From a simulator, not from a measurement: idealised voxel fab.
Process module name: voxel fin reveal
Each square cell in cross-section cut measures 5 nm, and the section as a whole is 180 nm wide.
A cross-section is a grid of square cells, given in bands from the top down. A band is one or more rows of cells.
Look at the band entry: it leads with the top's height and the bottom's height in nm. Then it lists the materials left to right, with a width in nm for each. The word "all across" on a single material says that material fills the band edge to edge. The word "air" is empty space.
Basically, 0 is our baseline, since under it the wafer straight out of the box is all one material. The bottom band has no lower end and keeps on going down, so it looks like "0 nm and below".
Graded width ("30 to 40"): value in top row of band = first number; value in bottom row = second number; row-to-row change constant.
"no alterations made" (step): cross-section cells unchanged, all of them.
So "Fully sealed voids" is basically the list of trapped voids: any empty space of 8 cells or more that can't reach the top through an opening. They're written width x height at distance, the distance being from the left edge, and it's all nm.
Where a step's line continues beyond its settings, the continuation is a remark by the simulator itself on that step.
"overlay nm" answers the question of how far to the right of plan the mask lay on a step that has a mask, and when it is negative the answer is to the left.
Quick note on how to read the rest: it's all pairs. You get the cross-section before a process step and the one after, but the after one only goes down as far as the lowest band that changed. The step in between, with its settings, sits under the pair. Heads up, the pairs can come from different runs of this module on the same starting wafer, so don't assume a pair picks up from the one above unless its "Prior to processing" entry says it does.
**Prior to processing**
	0 nm and below  Si all across
	Fully sealed voids: none
**Result of Step**
	10 nm to 0 nm  SiN all across
	Under the height 0 nothing was changed.
	Fully sealed voids: none
Which operation links the two cross-sections above? CONFORMAL_DEP, material SiN, thk nm 10
Prior to processing: carried over from the after image of the pair right above.
**Result of Step**
	20 nm to 10 nm  aC all across
	Under the height 10 nothing was changed.
	Fully sealed voids: none
Which operation links the two cross-sections above? DIRECTIONAL_DEP, material aC, thk nm 10
Prior to processing: carried over from the after image of the pair right above.
**Result of Step**
	50 nm to 20 nm  45 of air / 15 of resist / 20 of air / 15 of resist / 20 of air / 15 of resist / 50 of air
	Under the height 20 nothing was changed.
	Fully sealed voids: none
Which operation links the two cross-sections above? PATTERN, tone cover, mask id FINS, material resist, width nm 15, pitch nm 35, thk nm 30, overlay nm 0
Prior to processing: carried over from the after image of the pair right above.
**Result of Step**
	40 nm to 20 nm  45 of air / 15 of resist / 20 of air / 15 of resist / 20 of air / 15 of resist / 50 of air
	20 nm to 10 nm  45 of air / 15 of aC / 20 of air / 15 of aC / 20 of air / 15 of aC / 50 of air
	Under the height 10 nothing was changed.
	Fully sealed voids: none
Which operation links the two cross-sections above? DIRECTIONAL_ETCH, etch materials aC, depth nm 10
Prior to processing: carried over from the after image of the pair right above.
**Result of Step**
	20 nm to 10 nm  45 of air / 15 of aC / 20 of air / 15 of aC / 20 of air / 15 of aC / 50 of air
	Under the height 10 nothing was changed.
	Fully sealed voids: none
Which operation links the two cross-sections above? STRIP, etch materials resist
Prior to processing: carried over from the after image of the pair right above.
**Result of Step**
	20 nm to 10 nm  45 of air / 15 of aC / 20 of air / 15 of aC / 20 of air / 15 of aC / 50 of air
	10 nm to 0 nm  45 of air / 15 of SiN / 20 of air / 15 of SiN / 20 of air / 15 of SiN / 50 of air
	Under the height 0 nothing was changed.
	Fully sealed voids: none
Which operation links the two cross-sections above? DIRECTIONAL_ETCH, etch materials SiN, depth nm 10
Prior to processing: carried over from the after image of the pair right above.
**Result of Step**
	20 nm to 10 nm  45 of air / 15 of aC / 20 of air / 15 of aC / 20 of air / 15 of aC / 50 of air
	10 nm to 0 nm  45 of air / 15 of SiN / 20 of air / 15 of SiN / 20 of air / 15 of SiN / 50 of air
	0 nm to -40 nm  45 of air / 15 of Si / 20 of air / 15 of Si / 20 of air / 15 of Si / 50 of air
	Under the height -40 nothing was changed.
	Fully sealed voids: none
Which operation links the two cross-sections above? DIRECTIONAL_ETCH, etch materials Si, depth nm 40
Prior to processing: carried over from the after image of the pair right above.
**Result of Step**
	10 nm to 0 nm  45 of air / 15 of SiN / 20 of air / 15 of SiN / 20 of air / 15 of SiN / 50 of air
	Under the height 0 nothing was changed.
	Fully sealed voids: none
Which operation links the two cross-sections above? STRIP, etch materials aC
Prior to processing: carried over from the after image of the pair right above.
**Result of Step**
	15 nm to 10 nm  SiO2 all across
	10 nm to 0 nm  45 of SiO2 / 15 of SiN / 20 of SiO2 / 15 of SiN / 20 of SiO2 / 15 of SiN / 50 of SiO2
	0 nm to -40 nm  45 of SiO2 / 15 of Si / 20 of SiO2 / 15 of Si / 20 of SiO2 / 15 of Si / 50 of SiO2
	Under the height -40 nothing was changed.
	Fully sealed voids: none
Which operation links the two cross-sections above? FILL_DEP, material SiO2, thk nm 5
Prior to processing: carried over from the after image of the pair right above.
**Result of Step**
	10 nm to 0 nm  45 of SiO2 / 15 of SiN / 20 of SiO2 / 15 of SiN / 20 of SiO2 / 15 of SiN / 50 of SiO2
	Under the height 0 nothing was changed.
	Fully sealed voids: none
Which operation links the two cross-sections above? CMP, height nm 10
Prior to processing: carried over from the after image of the pair right above.
**Result of Step**
	10 nm to 0 nm  45 of air / 15 of SiN / 20 of air / 15 of SiN / 20 of air / 15 of SiN / 50 of air
	0 nm to -15 nm  45 of air / 15 of Si / 20 of air / 15 of Si / 20 of air / 15 of Si / 50 of air
	Under the height -15 nothing was changed.
	Fully sealed voids: none
Which operation links the two cross-sections above? SELECTIVE_ETCH, etch materials SiO2, depth nm 25
Prior to processing: carried over from the after image of the pair right above.
**Result of Step**
	0 nm to -15 nm  45 of air / 15 of Si / 20 of air / 15 of Si / 20 of air / 15 of Si / 50 of air
	Under the height -15 nothing was changed.
	Fully sealed voids: none
Which operation links the two cross-sections above? STRIP, etch materials SiN
Prior to processing: carried over from the after image of the pair right above.
**Result of Step**
	5 nm to 0 nm  40 of air / 25 of SiO2 / 10 of air / 25 of SiO2 / 10 of air / 25 of SiO2 / 45 of air
	0 nm to -10 nm  40 of air / 5 of SiO2 / 15 of Si / 5 of SiO2 / 10 of air / 5 of SiO2 / 15 of Si / 5 of SiO2 / 10 of air / 5 of SiO2 / 15 of Si / 5 of SiO2 / 45 of air
	-10 nm to -40 nm  45 of SiO2 / 15 of Si / 20 of SiO2 / 15 of Si / 20 of SiO2 / 15 of Si / 50 of SiO2
	Under the height -40 nothing was changed.
	Fully sealed voids: none
Which operation links the two cross-sections above? CONFORMAL_DEP, material SiO2, thk nm 5
**Prior to processing**
	10 nm to 0 nm  45 of SiO2 / 15 of SiN / 20 of SiO2 / 15 of SiN / 20 of SiO2 / 15 of SiN / 50 of SiO2
	0 nm to -40 nm  45 of SiO2 / 15 of Si / 20 of SiO2 / 15 of Si / 20 of SiO2 / 15 of Si / 50 of SiO2
	-40 nm and below  Si all across
	Fully sealed voids: none
**Result of Step**
	10 nm to 0 nm  45 of SiO2 / 15 of air / 20 of SiO2 / 15 of air / 20 of SiO2 / 15 of air / 50 of SiO2
	Under the height 0 nothing was changed.
	Fully sealed voids: none
Which operation links the two cross-sections above? STRIP, etch materials SiN
Prior to processing: carried over from the after image of the pair right above.
**Result of Step**
	0 nm to -15 nm  45 of air / 15 of Si / 20 of air / 15 of Si / 20 of air / 15 of Si / 50 of air
	-15 nm to -25 nm  20 of SiO2 / 25 of air / 15 of Si / 20 of air / 15 of Si / 20 of air / 15 of Si / 25 of air / 25 of SiO2
	Under the height -25 nothing was changed.
	Fully sealed voids: none
Which operation links the two cross-sections above? SELECTIVE_ETCH, etch materials SiO2, depth nm 25
Prior to processing: carried over from the after image of the pair right above.
**Result of Step**
	5 nm to 0 nm  40 of air / 25 of SiO2 / 10 of air / 25 of SiO2 / 10 of air / 25 of SiO2 / 45 of air
	0 nm to -10 nm  40 of air / 5 of SiO2 / 15 of Si / 5 of SiO2 / 10 of air / 5 of SiO2 / 15 of Si / 5 of SiO2 / 10 of air / 5 of SiO2 / 15 of Si / 5 of SiO2 / 45 of air
	-10 nm to -20 nm  25 of SiO2 / 15 of air / 5 of SiO2 / 15 of Si / 5 of SiO2 / 10 of air / 5 of SiO2 / 15 of Si / 5 of SiO2 / 10 of air / 5 of SiO2 / 15 of Si / 5 of SiO2 / 15 of air / 30 of SiO2
	-20 nm to -40 nm  45 of SiO2 / 15 of Si / 20 of SiO2 / 15 of Si / 20 of SiO2 / 15 of Si / 50 of SiO2
	Under the height -40 nothing was changed.
	Fully sealed voids: none
Which operation links the two cross-sections above? CONFORMAL_DEP, material SiO2, thk nm 5
**Prior to processing**
	10 nm to 0 nm  45 of SiO2 / 15 of SiN / 20 of SiO2 / 15 of SiN / 20 of SiO2 / 15 of SiN / 50 of SiO2
	0 nm to -40 nm  45 of SiO2 / 15 of Si / 20 of SiO2 / 15 of Si / 20 of SiO2 / 15 of Si / 50 of SiO2
	-40 nm and below  Si all across
	Fully sealed voids: none
**Result of Step**
	10 nm to 0 nm  45 of air / 15 of SiN / 20 of air / 15 of SiN / 20 of air / 15 of SiN / 50 of air
	0 nm to -5 nm  45 of air / 15 of Si / 20 of air / 15 of Si / 20 of air / 15 of Si / 50 of air
	Under the height -5 nothing was changed.
	Fully sealed voids: none
Which operation links the two cross-sections above? SELECTIVE_ETCH, etch materials SiO2, depth nm 15
Prior to processing: carried over from the after image of the pair right above.
**Result of Step**
	0 nm to -5 nm  45 of air / 15 of Si / 20 of air / 15 of Si / 20 of air / 15 of Si / 50 of air
	Under the height -5 nothing was changed.
	Fully sealed voids: none
Which operation links the two cross-sections above? STRIP, etch materials SiN
Prior to processing: carried over from the after image of the pair right above.
**Result of Step**
	5 nm to 0 nm  40 of air / 25 of SiO2 / 10 of air / 25 of SiO2 / 10 of air / 25 of SiO2 / 45 of air
	0 nm to -40 nm  45 of SiO2 / 15 of Si / 20 of SiO2 / 15 of Si / 20 of SiO2 / 15 of Si / 50 of SiO2
	Under the height -40 nothing was changed.
	Fully sealed voids: none
Which operation links the two cross-sections above? CONFORMAL_DEP, material SiO2, thk nm 5
**Prior to processing**
	20 nm to 10 nm  aC all across
	10 nm to 0 nm  SiN all across
	0 nm and below  Si all across
	Fully sealed voids: none
**Result of Step**
	50 nm to 20 nm  45 of air / 20 of resist / 15 of air / 20 of resist / 15 of air / 20 of resist / 45 of air
	Under the height 20 nothing was changed.
	Fully sealed voids: none
Which operation links the two cross-sections above? PATTERN, tone cover, mask id FINS, material resist, width nm 20, pitch nm 35, thk nm 30, overlay nm 0
Prior to processing: carried over from the after image of the pair right above.
**Result of Step**
	40 nm to 20 nm  45 of air / 20 of resist / 15 of air / 20 of resist / 15 of air / 20 of resist / 45 of air
	20 nm to 10 nm  45 of air / 20 of aC / 15 of air / 20 of aC / 15 of air / 20 of aC / 45 of air
	Under the height 10 nothing was changed.
	Fully sealed voids: none
Which operation links the two cross-sections above? DIRECTIONAL_ETCH, etch materials aC, depth nm 10
Prior to processing: carried over from the after image of the pair right above.
**Result of Step**
	20 nm to 10 nm  45 of air / 20 of aC / 15 of air / 20 of aC / 15 of air / 20 of aC / 45 of air
	Under the height 10 nothing was changed.
	Fully sealed voids: none
Which operation links the two cross-sections above? STRIP, etch materials resist
Prior to processing: carried over from the after image of the pair right above.
**Result of Step**
	20 nm to 10 nm  45 of air / 20 of aC / 15 of air / 20 of aC / 15 of air / 20 of aC / 45 of air
	10 nm to 0 nm  45 of air / 20 of SiN / 15 of air / 20 of SiN / 15 of air / 20 of SiN / 45 of air
	Under the height 0 nothing was changed.
	Fully sealed voids: none
Which operation links the two cross-sections above? DIRECTIONAL_ETCH, etch materials SiN, depth nm 10
Prior to processing: carried over from the after image of the pair right above.
**Result of Step**
	20 nm to 10 nm  45 of air / 20 of aC / 15 of air / 20 of aC / 15 of air / 20 of aC / 45 of air
	10 nm to 0 nm  45 of air / 20 of SiN / 15 of air / 20 of SiN / 15 of air / 20 of SiN / 45 of air
	0 nm to -40 nm  45 of air / 20 of Si / 15 of air / 20 of Si / 15 of air / 20 of Si / 45 of air
	Under the height -40 nothing was changed.
	Fully sealed voids: none
Which operation links the two cross-sections above? DIRECTIONAL_ETCH, etch materials Si, depth nm 40
Prior to processing: carried over from the after image of the pair right above.
**Result of Step**
	10 nm to 0 nm  45 of air / 20 of SiN / 15 of air / 20 of SiN / 15 of air / 20 of SiN / 45 of air
	Under the height 0 nothing was changed.
	Fully sealed voids: none
Which operation links the two cross-sections above? STRIP, etch materials aC
Prior to processing: carried over from the after image of the pair right above.
**Result of Step**
	15 nm to 10 nm  SiO2 all across
	10 nm to 0 nm  45 of SiO2 / 20 of SiN / 15 of SiO2 / 20 of SiN / 15 of SiO2 / 20 of SiN / 45 of SiO2
	0 nm to -40 nm  45 of SiO2 / 20 of Si / 15 of SiO2 / 20 of Si / 15 of SiO2 / 20 of Si / 45 of SiO2
	Under the height -40 nothing was changed.
	Fully sealed voids: none
Which operation links the two cross-sections above? FILL_DEP, material SiO2, thk nm 5
Prior to processing: carried over from the after image of the pair right above.
**Result of Step**
	10 nm to 0 nm  45 of SiO2 / 20 of SiN / 15 of SiO2 / 20 of SiN / 15 of SiO2 / 20 of SiN / 45 of SiO2
	Under the height 0 nothing was changed.
	Fully sealed voids: none
Which operation links the two cross-sections above? CMP, height nm 10
Prior to processing: carried over from the after image of the pair right above.
**Result of Step**
	10 nm to 0 nm  45 of air / 20 of SiN / 15 of air / 20 of SiN / 15 of air / 20 of SiN / 45 of air
	0 nm to -15 nm  45 of air / 20 of Si / 15 of air / 20 of Si / 15 of air / 20 of Si / 45 of air
	Under the height -15 nothing was changed.
	Fully sealed voids: none
Which operation links the two cross-sections above? SELECTIVE_ETCH, etch materials SiO2, depth nm 25
Prior to processing: carried over from the after image of the pair right above.
**Result of Step**
	0 nm to -15 nm  45 of air / 20 of Si / 15 of air / 20 of Si / 15 of air / 20 of Si / 45 of air
	Under the height -15 nothing was changed.
	Fully sealed voids: none
Which operation links the two cross-sections above? STRIP, etch materials SiN
Prior to processing: carried over from the after image of the pair right above.
**Result of Step**
	5 nm to 0 nm  40 of air / 30 of SiO2 / 5 of air / 30 of SiO2 / 5 of air / 30 of SiO2 / 40 of air
	0 nm to -10 nm  40 of air / 5 of SiO2 / 20 of Si / 5 of SiO2 / 5 of air / 5 of SiO2 / 20 of Si / 5 of SiO2 / 5 of air / 5 of SiO2 / 20 of Si / 5 of SiO2 / 40 of air
	-10 nm to -40 nm  45 of SiO2 / 20 of Si / 15 of SiO2 / 20 of Si / 15 of SiO2 / 20 of Si / 45 of SiO2
	Under the height -40 nothing was changed.
	Fully sealed voids: none
Which operation links the two cross-sections above? CONFORMAL_DEP, material SiO2, thk nm 5
**Prior to processing**
	20 nm to 10 nm  aC all across
	10 nm to 0 nm  SiN all across
	0 nm and below  Si all across
	Fully sealed voids: none
**Result of Step**
	50 nm to 20 nm  55 of air / 15 of resist / 20 of air / 15 of resist / 20 of air / 15 of resist / 40 of air
	Under the height 20 nothing was changed.
	Fully sealed voids: none
Which operation links the two cross-sections above? PATTERN, tone cover, mask id FINS, material resist, width nm 15, pitch nm 35, thk nm 30, overlay nm 10
Prior to processing: carried over from the after image of the pair right above.
**Result of Step**
	40 nm to 20 nm  55 of air / 15 of resist / 20 of air / 15 of resist / 20 of air / 15 of resist / 40 of air
	20 nm to 10 nm  55 of air / 15 of aC / 20 of air / 15 of aC / 20 of air / 15 of aC / 40 of air
	Under the height 10 nothing was changed.
	Fully sealed voids: none
Which operation links the two cross-sections above? DIRECTIONAL_ETCH, etch materials aC, depth nm 10
Prior to processing: carried over from the after image of the pair right above.
**Result of Step**
	20 nm to 10 nm  55 of air / 15 of aC / 20 of air / 15 of aC / 20 of air / 15 of aC / 40 of air
	Under the height 10 nothing was changed.
	Fully sealed voids: none
Which operation links the two cross-sections above? STRIP, etch materials resist
Prior to processing: carried over from the after image of the pair right above.
**Result of Step**
	20 nm to 10 nm  55 of air / 15 of aC / 20 of air / 15 of aC / 20 of air / 15 of aC / 40 of air
	10 nm to 0 nm  55 of air / 15 of SiN / 20 of air / 15 of SiN / 20 of air / 15 of SiN / 40 of air
	Under the height 0 nothing was changed.
	Fully sealed voids: none
Which operation links the two cross-sections above? DIRECTIONAL_ETCH, etch materials SiN, depth nm 10
Prior to processing: carried over from the after image of the pair right above.
**Result of Step**
	20 nm to 10 nm  55 of air / 15 of aC / 20 of air / 15 of aC / 20 of air / 15 of aC / 40 of air
	10 nm to 0 nm  55 of air / 15 of SiN / 20 of air / 15 of SiN / 20 of air / 15 of SiN / 40 of air
	0 nm to -40 nm  55 of air / 15 of Si / 20 of air / 15 of Si / 20 of air / 15 of Si / 40 of air
	Under the height -40 nothing was changed.
	Fully sealed voids: none
Which operation links the two cross-sections above? DIRECTIONAL_ETCH, etch materials Si, depth nm 40
Prior to processing: carried over from the after image of the pair right above.
**Result of Step**
	10 nm to 0 nm  55 of air / 15 of SiN / 20 of air / 15 of SiN / 20 of air / 15 of SiN / 40 of air
	Under the height 0 nothing was changed.
	Fully sealed voids: none
Which operation links the two cross-sections above? STRIP, etch materials aC
Prior to processing: carried over from the after image of the pair right above.
**Result of Step**
	15 nm to 10 nm  SiO2 all across
	10 nm to 0 nm  55 of SiO2 / 15 of SiN / 20 of SiO2 / 15 of SiN / 20 of SiO2 / 15 of SiN / 40 of SiO2
	0 nm to -40 nm  55 of SiO2 / 15 of Si / 20 of SiO2 / 15 of Si / 20 of SiO2 / 15 of Si / 40 of SiO2
	Under the height -40 nothing was changed.
	Fully sealed voids: none
Which operation links the two cross-sections above? FILL_DEP, material SiO2, thk nm 5
Prior to processing: carried over from the after image of the pair right above.
**Result of Step**
	10 nm to 0 nm  55 of SiO2 / 15 of SiN / 20 of SiO2 / 15 of SiN / 20 of SiO2 / 15 of SiN / 40 of SiO2
	Under the height 0 nothing was changed.
	Fully sealed voids: none
Which operation links the two cross-sections above? CMP, height nm 10
Prior to processing: carried over from the after image of the pair right above.
**Result of Step**
	10 nm to 0 nm  55 of air / 15 of SiN / 20 of air / 15 of SiN / 20 of air / 15 of SiN / 40 of air
	0 nm to -15 nm  55 of air / 15 of Si / 20 of air / 15 of Si / 20 of air / 15 of Si / 40 of air
	Under the height -15 nothing was changed.
	Fully sealed voids: none
Which operation links the two cross-sections above? SELECTIVE_ETCH, etch materials SiO2, depth nm 25
Prior to processing: carried over from the after image of the pair right above.
**Result of Step**
	0 nm to -15 nm  55 of air / 15 of Si / 20 of air / 15 of Si / 20 of air / 15 of Si / 40 of air
	Under the height -15 nothing was changed.
	Fully sealed voids: none
Which operation links the two cross-sections above? STRIP, etch materials SiN
Prior to processing: carried over from the after image of the pair right above.
**Result of Step**
	5 nm to 0 nm  50 of air / 25 of SiO2 / 10 of air / 25 of SiO2 / 10 of air / 25 of SiO2 / 35 of air
	0 nm to -10 nm  50 of air / 5 of SiO2 / 15 of Si / 5 of SiO2 / 10 of air / 5 of SiO2 / 15 of Si / 5 of SiO2 / 10 of air / 5 of SiO2 / 15 of Si / 5 of SiO2 / 35 of air
	-10 nm to -40 nm  55 of SiO2 / 15 of Si / 20 of SiO2 / 15 of Si / 20 of SiO2 / 15 of Si / 40 of SiO2
	Under the height -40 nothing was changed.
	Fully sealed voids: none
Which operation links the two cross-sections above? CONFORMAL_DEP, material SiO2, thk nm 5
**Prior to processing**
	0 nm to -15 nm  45 of air / 15 of Si / 20 of air / 15 of Si / 20 of air / 15 of Si / 50 of air
	-15 nm to -40 nm  45 of SiO2 / 15 of Si / 20 of SiO2 / 15 of Si / 20 of SiO2 / 15 of Si / 50 of SiO2
	-40 nm and below  Si all across
	Fully sealed voids: none
**Result of Step**
	5 nm to 0 nm  40 of air / 25 of aC / 10 of air / 25 of aC / 10 of air / 25 of aC / 45 of air
	0 nm to -10 nm  40 of air / 5 of aC / 15 of Si / 5 of aC / 10 of air / 5 of aC / 15 of Si / 5 of aC / 10 of air / 5 of aC / 15 of Si / 5 of aC / 45 of air
	-10 nm to -15 nm  45 of aC / 15 of Si / 20 of aC / 15 of Si / 20 of aC / 15 of Si / 50 of aC
	Under the height -15 nothing was changed.
	Fully sealed voids: none
Which operation links the two cross-sections above? CONFORMAL_DEP, material aC, thk nm 5
**Prior to processing**
	20 nm to 10 nm  aC all across
	10 nm to 0 nm  SiN all across
	0 nm and below  Si all across
	Fully sealed voids: none
**Result of Step**
	50 nm to 20 nm  45 of resist / 15 of air / 20 of resist / 15 of air / 20 of resist / 15 of air / 50 of resist
	Under the height 20 nothing was changed.
	Fully sealed voids: none
Which operation links the two cross-sections above? PATTERN, tone open, mask id FINS, material resist, width nm 15, pitch nm 35, thk nm 30, overlay nm 0
Prior to processing: carried over from the after image of the pair right above.
**Result of Step**
	40 nm to 20 nm  45 of resist / 15 of air / 20 of resist / 15 of air / 20 of resist / 15 of air / 50 of resist
	20 nm to 10 nm  45 of aC / 15 of air / 20 of aC / 15 of air / 20 of aC / 15 of air / 50 of aC
	Under the height 10 nothing was changed.
	Fully sealed voids: none
Which operation links the two cross-sections above? DIRECTIONAL_ETCH, etch materials aC, depth nm 10
Prior to processing: carried over from the after image of the pair right above.
**Result of Step**
	20 nm to 10 nm  45 of aC / 15 of air / 20 of aC / 15 of air / 20 of aC / 15 of air / 50 of aC
	Under the height 10 nothing was changed.
	Fully sealed voids: none
Which operation links the two cross-sections above? STRIP, etch materials resist
Prior to processing: carried over from the after image of the pair right above.
**Result of Step**
	20 nm to 10 nm  45 of aC / 15 of air / 20 of aC / 15 of air / 20 of aC / 15 of air / 50 of aC
	10 nm to 0 nm  45 of SiN / 15 of air / 20 of SiN / 15 of air / 20 of SiN / 15 of air / 50 of SiN
	Under the height 0 nothing was changed.
	Fully sealed voids: none
Which operation links the two cross-sections above? DIRECTIONAL_ETCH, etch materials SiN, depth nm 10
Prior to processing: carried over from the after image of the pair right above.
**Result of Step**
	20 nm to 10 nm  45 of aC / 15 of air / 20 of aC / 15 of air / 20 of aC / 15 of air / 50 of aC
	10 nm to 0 nm  45 of SiN / 15 of air / 20 of SiN / 15 of air / 20 of SiN / 15 of air / 50 of SiN
	0 nm to -40 nm  45 of Si / 15 of air / 20 of Si / 15 of air / 20 of Si / 15 of air / 50 of Si
	Under the height -40 nothing was changed.
	Fully sealed voids: none
Which operation links the two cross-sections above? DIRECTIONAL_ETCH, etch materials Si, depth nm 40
Prior to processing: carried over from the after image of the pair right above.
**Result of Step**
	10 nm to 0 nm  45 of SiN / 15 of air / 20 of SiN / 15 of air / 20 of SiN / 15 of air / 50 of SiN
	Under the height 0 nothing was changed.
	Fully sealed voids: none
Which operation links the two cross-sections above? STRIP, etch materials aC
Prior to processing: carried over from the after image of the pair right above.
**Result of Step**
	15 nm to 10 nm  SiO2 all across
	10 nm to 0 nm  45 of SiN / 15 of SiO2 / 20 of SiN / 15 of SiO2 / 20 of SiN / 15 of SiO2 / 50 of SiN
	0 nm to -40 nm  45 of Si / 15 of SiO2 / 20 of Si / 15 of SiO2 / 20 of Si / 15 of SiO2 / 50 of Si
	Under the height -40 nothing was changed.
	Fully sealed voids: none
Which operation links the two cross-sections above? FILL_DEP, material SiO2, thk nm 5
Prior to processing: carried over from the after image of the pair right above.
**Result of Step**
	10 nm to 0 nm  45 of SiN / 15 of SiO2 / 20 of SiN / 15 of SiO2 / 20 of SiN / 15 of SiO2 / 50 of SiN
	Under the height 0 nothing was changed.
	Fully sealed voids: none
Which operation links the two cross-sections above? CMP, height nm 10
Prior to processing: carried over from the after image of the pair right above.
**Result of Step**
	10 nm to 0 nm  45 of SiN / 15 of air / 20 of SiN / 15 of air / 20 of SiN / 15 of air / 50 of SiN
	0 nm to -15 nm  45 of Si / 15 of air / 20 of Si / 15 of air / 20 of Si / 15 of air / 50 of Si
	Under the height -15 nothing was changed.
	Fully sealed voids: none
Which operation links the two cross-sections above? SELECTIVE_ETCH, etch materials SiO2, depth nm 25
Prior to processing: carried over from the after image of the pair right above.
**Result of Step**
	0 nm to -15 nm  45 of Si / 15 of air / 20 of Si / 15 of air / 20 of Si / 15 of air / 50 of Si
	Under the height -15 nothing was changed.
	Fully sealed voids: none
Which operation links the two cross-sections above? STRIP, etch materials SiN
Prior to processing: carried over from the after image of the pair right above.
**Result of Step**
	5 nm to 0 nm  50 of SiO2 / 5 of air / 30 of SiO2 / 5 of air / 30 of SiO2 / 5 of air / 55 of SiO2
	0 nm to -10 nm  45 of Si / 5 of SiO2 / 5 of air / 5 of SiO2 / 20 of Si / 5 of SiO2 / 5 of air / 5 of SiO2 / 20 of Si / 5 of SiO2 / 5 of air / 5 of SiO2 / 50 of Si
	-10 nm to -40 nm  45 of Si / 15 of SiO2 / 20 of Si / 15 of SiO2 / 20 of Si / 15 of SiO2 / 50 of Si
	Under the height -40 nothing was changed.
	Fully sealed voids: none
Which operation links the two cross-sections above? CONFORMAL_DEP, material SiO2, thk nm 5
